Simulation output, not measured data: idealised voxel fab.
Process module name: voxel self aligned vias
We display cut, a cross-section 250 nm in width whose square cells are each 5 nm.
A cross-section is a grid of square cells, given in bands from the top down. A band is one or more rows of cells.
Top, bottom (nm), then materials left to right with widths (nm); lone material tagged "everywhere" fills the whole band edge to edge; "blank" = empty space.
All heights in this document are referenced to 0, defined as the level beneath which the wafer, as received, consists entirely of one material. The lowest band is not bounded below; it extends indefinitely downward and is written in the form "0..down".
Quick explanation for "30 to 40": the width changes in equal steps down the rows of cells, from the first number in the band's top row to the second number in its bottom row.
Any step labelled "remained unchanged" changed none of the cells in the cross-section.
Under "Closed-off voids" you'll find the enclosed gaps, the ones with no way out to the top, that are 8 cells or bigger; each reads width x height at distance, with distance counted from the left edge, everything in nm.
Formally, on a step line, whatever follows the settings is a remark that the simulator itself makes on the step.
The line of a step may include "overlay nm". On a step with a mask, this value is how far to the right of its planned place the mask lay. A negative value means the mask lay to the left.

SET OUT BELOW ARE THE PLANNED STEPS OF THE PROCESS
1,RECEIVE (material Si)
2,CONFORMAL_DEP (material SiO2; thk nm 15)
3,CONFORMAL_DEP (material SiCN; thk nm 5)
4,DIRECTIONAL_DEP (material SiO2; thk nm 20)
5,MASKED_ETCH (tone open; mask id LINES; width nm 20; pitch nm 60; etch materials SiO2; depth nm 20; overlay nm 0)
6,CONFORMAL_DEP (material TiN; thk nm 5)
7,FILL_DEP (material Ru; thk nm 5)
8,CMP (height nm 40)
9,SELECTIVE_ETCH (etch materials W Ru TiN; depth nm 10)
10,FILL_DEP (material SiN; thk nm 5)
11,CMP (height nm 40)
12,DIRECTIONAL_DEP (material SiO2; thk nm 15)
13,PATTERN (tone open; mask id VIAS; material resist; width nm 30; pitch nm 120; thk nm 20; overlay nm 0)
14,DIRECTIONAL_ETCH (etch materials SiO2; depth nm 15)
15,DIRECTIONAL_ETCH (etch materials SiN; depth nm 10)
16,STRIP (etch materials resist)
17,CONFORMAL_DEP (material TiN; thk nm 5)
18,FILL_DEP (material Ru; thk nm 10)
19,CMP (height nm 55)
20,CONFORMAL_DEP (material SiN; thk nm 5)

STEP 1 COMPLETE: CROSS-SECTION OF THE WAFER AS RECEIVED
0..down = Si everywhere
Closed-off voids: none

END-OF-MODULE XS, FIRST OF TWO WAFERS, RUN AS PLANNED
60..55 = SiN everywhere
55..45 = SiO2 (50)  TiN (5)  Ru (20)  TiN (5)  SiO2 (90)  TiN (5)  Ru (20)  TiN (5)  SiO2 (50)
45..40 = SiO2 (50)  TiN (10)  Ru (10)  TiN (10)  SiO2 (90)  TiN (10)  Ru (10)  TiN (10)  SiO2 (50)
40..35 = SiO2 (55)  TiN (5)  Ru (10)  TiN (5)  SiO2 (40)  SiN (20)  SiO2 (40)  TiN (5)  Ru (10)  TiN (5)  SiO2 (55)
35..30 = SiO2 (55)  TiN (20)  SiO2 (40)  SiN (20)  SiO2 (40)  TiN (20)  SiO2 (55)
30..25 = SiO2 (55)  TiN (5)  Ru (10)  TiN (5)  SiO2 (40)  TiN (5)  Ru (10)  TiN (5)  SiO2 (40)  TiN (5)  Ru (10)  TiN (5)  SiO2 (55)
25..20 = SiO2 (55)  TiN (20)  SiO2 (40)  TiN (20)  SiO2 (40)  TiN (20)  SiO2 (55)
20..15 = SiCN everywhere
15..0 = SiO2 everywhere
0..down = Si everywhere
Closed-off voids: none

THIS IS THE SECOND OF THE TWO WAFERS, CROSS-SECTIONED AT THE END OF THE MODULE; IT STARTED EXACTLY LIKE THE FIRST AND WAS GIVEN THE SAME PLAN, BUT IT WAS RUN WITH ONE MISTAKE
60..55 = SiN everywhere
55..45 = SiO2 (50)  TiN (5)  Ru (20)  TiN (5)  SiO2 (90)  TiN (5)  Ru (20)  TiN (5)  SiO2 (50)
45..40 = SiO2 (50)  TiN (10)  Ru (10)  TiN (10)  SiO2 (90)  TiN (10)  Ru (10)  TiN (10)  SiO2 (50)
40..35 = SiO2 (55)  TiN (5)  Ru (10)  TiN (5)  SiO2 (40)  SiN (20)  SiO2 (40)  TiN (5)  Ru (10)  TiN (5)  SiO2 (55)
35..30 = SiO2 (55)  TiN (20)  SiO2 (40)  SiN (20)  SiO2 (40)  TiN (20)  SiO2 (55)
30..25 = SiO2 (55)  TiN (5)  Ru (10)  TiN (5)  SiO2 (40)  TiN (5)  Ru (10)  TiN (5)  SiO2 (40)  TiN (5)  Ru (10)  TiN (5)  SiO2 (55)
25..20 = SiO2 (55)  TiN (20)  SiO2 (40)  TiN (20)  SiO2 (40)  TiN (20)  SiO2 (55)
20..5 = SiO2 everywhere
5..0 = SiCN everywhere
0..down = Si everywhere
Closed-off voids: none
The plan and the run diverged here: steps 2 and 3: order swapped relative to plan
The concluding comparison shows that, measured in cells, each material is equally abundant on both wafers, albeit at different positions.
